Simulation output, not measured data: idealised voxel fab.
process module | voxel capacitor over wiring
cross-section cut | 200 nm wide | cells 5 nm
A cross-section is a grid of square cells, given in bands from the top down. A band is one or more rows of cells.
Each band's line starts with the height of the band's top and of its bottom, in nm. Then come its materials from left to right, each with its width in nm. One material with "throughout" fills the band from edge to edge. "air" is empty space.
Height 0 is the level under which the wafer as received is all one material. The lowest band goes on downwards, as in "0 down".
A width such as "30 to 40" changes by the same amount from each row of cells to the next, from the band's top row to its bottom row.
"no change" after a step means that no cell of the cross-section changed.
closed voids: empty space of 8 cells or more with no open way to the top, each as width x height at its distance from the left edge, in nm
after a step's settings: what the simulator itself notes on the step
overlay nm, on a step with a mask: how far to the right of its planned place the mask lay; to the left if negative
plan
1 op RECEIVE | material Si
2 op CONFORMAL_DEP | material SiO2 | thk nm 15
3 op DIRECTIONAL_DEP | material TiN | thk nm 5
4 op DIRECTIONAL_DEP | material W | thk nm 20
5 op PATTERN | tone cover | mask id METAL_1 | material resist | width nm 20 | pitch nm 80 | thk nm 15 | overlay nm 0
6 op DIRECTIONAL_ETCH | etch materials W | depth nm 20
7 op DIRECTIONAL_ETCH | etch materials TiN | depth nm 5
8 op STRIP | etch materials resist
9 op CONFORMAL_DEP | material SiN | thk nm 5
10 op FILL_DEP | material lowk | thk nm 10
11 op CMP | height nm 40
12 op CONFORMAL_DEP | material SiCN | thk nm 5
13 op DIRECTIONAL_DEP | material SiO2 | thk nm 20
14 op MASKED_ETCH | tone open | mask id PLUG_1 | width nm 15 | etch materials SiO2 | depth nm 20 | overlay nm 0
15 op MASKED_ETCH | tone open | mask id PLUG_1 | width nm 15 | etch materials SiCN | depth nm 5 | overlay nm 0
16 op CONFORMAL_DEP | material TiN | thk nm 5
17 op FILL_DEP | material W | thk nm 10
18 op CMP | height nm 65
19 op DIRECTIONAL_DEP | material TiN | thk nm 5
20 op DIRECTIONAL_DEP | material Al2O3 | thk nm 5
21 op DIRECTIONAL_DEP | material TiN | thk nm 10
22 op MASKED_ETCH | tone cover | mask id UPPER_PLATE | width nm 65 | etch materials TiN | depth nm 10 | overlay nm -15
23 op MASKED_ETCH | tone cover | mask id UPPER_PLATE | width nm 65 | etch materials Al2O3 | depth nm 5 | overlay nm 0
24 op DIRECTIONAL_DEP | material aC | thk nm 15
25 op PATTERN | tone cover | mask id LOWER_PLATE | material resist | width nm 75 | thk nm 35 | overlay nm 0
26 op DIRECTIONAL_ETCH | etch materials aC | depth nm 15
27 op STRIP | etch materials resist
28 op DIRECTIONAL_ETCH | etch materials TiN | depth nm 5
29 op STRIP | etch materials aC
30 op FILL_DEP | material SiO2 | thk nm 15
31 op CMP | height nm 95
32 op MASKED_ETCH | tone open | mask id PLUG_2 | width nm 15 | etch materials SiO2 | depth nm 10 | overlay nm 0
33 op CONFORMAL_DEP | material TiN | thk nm 5
34 op FILL_DEP | material W | thk nm 5
35 op CMP | height nm 95
36 op CONFORMAL_DEP | material SiN | thk nm 5
varied across the wafers: overlay nm of step 22. The plan shows the first wafer's value. All wafers start alike
first wafer as received, after step 1
  0 down: Si throughout
  closed voids: none
first wafer at the end, after step 36
  100 to 95: SiN throughout
  95 to 90: SiO2 65 | TiN 5 | W 5 | TiN 5 | SiO2 120
  90 to 80: SiO2 65 to 50 | TiN 15 to 55 | SiO2 120 to 95
  80 to 75: SiO2 40 | TiN 65 | SiO2 95
  75 to 70: SiO2 40 | Al2O3 80 | SiO2 80
  70 to 65: SiO2 40 | TiN 85 | SiO2 75
  65 to 45: SiO2 55 | TiN 5 | W 5 | TiN 5 | SiO2 130
  45 to 40: SiCN 55 | TiN 15 | SiCN 130
  40 to 20: lowk 45 | SiN 5 | W 20 | SiN 5 | lowk 50 | SiN 5 | W 20 | SiN 5 | lowk 45
  20 to 15: SiN 50 | TiN 20 | SiN 60 | TiN 20 | SiN 50
  15 to 0: SiO2 throughout
  0 down: Si throughout
  closed voids: none
last wafer at the end
  100 to 95: SiN throughout
  95 to 90: SiO2 65 | TiN 5 | W 5 | TiN 5 | SiO2 120
  90 to 80: SiO2 65 to 70 | TiN 15 to 55 | SiO2 120 to 75
  80 to 75: SiO2 70 | TiN 65 | SiO2 65
  75 to 70: SiO2 55 | Al2O3 80 | SiO2 65
  70 to 65: SiO2 50 | TiN 85 | SiO2 65
  65 to 45: SiO2 55 | TiN 5 | W 5 | TiN 5 | SiO2 130
  45 to 40: SiCN 55 | TiN 15 | SiCN 130
  40 to 20: lowk 45 | SiN 5 | W 20 | SiN 5 | lowk 50 | SiN 5 | W 20 | SiN 5 | lowk 45
  20 to 15: SiN 50 | TiN 20 | SiN 60 | TiN 20 | SiN 50
  15 to 0: SiO2 throughout
  0 down: Si throughout
  closed voids: none
each wafer at the end: cells of each material gained (+) or lost (-) since it was received, then its closed voids
overlay nm -15 | +16 Al2O3 | +37 SiCN | +88 SiN | +445 SiO2 | +65 TiN | +37 W | +112 lowk | closed voids: none
overlay nm -10 | +15 Al2O3 | +37 SiCN | +88 SiN | +446 SiO2 | +65 TiN | +37 W | +112 lowk | closed voids: none
overlay nm -5 | +14 Al2O3 | +37 SiCN | +88 SiN | +447 SiO2 | +65 TiN | +37 W | +112 lowk | closed voids: none
overlay nm 0 | +13 Al2O3 | +37 SiCN | +88 SiN | +448 SiO2 | +65 TiN | +37 W | +112 lowk | closed voids: none
overlay nm 5 | +14 Al2O3 | +37 SiCN | +88 SiN | +447 SiO2 | +65 TiN | +37 W | +112 lowk | closed voids: none
overlay nm 10 | +15 Al2O3 | +37 SiCN | +88 SiN | +446 SiO2 | +65 TiN | +37 W | +112 lowk | closed voids: none
overlay nm 15 | +16 Al2O3 | +37 SiCN | +88 SiN | +445 SiO2 | +65 TiN | +37 W | +112 lowk | closed voids: none
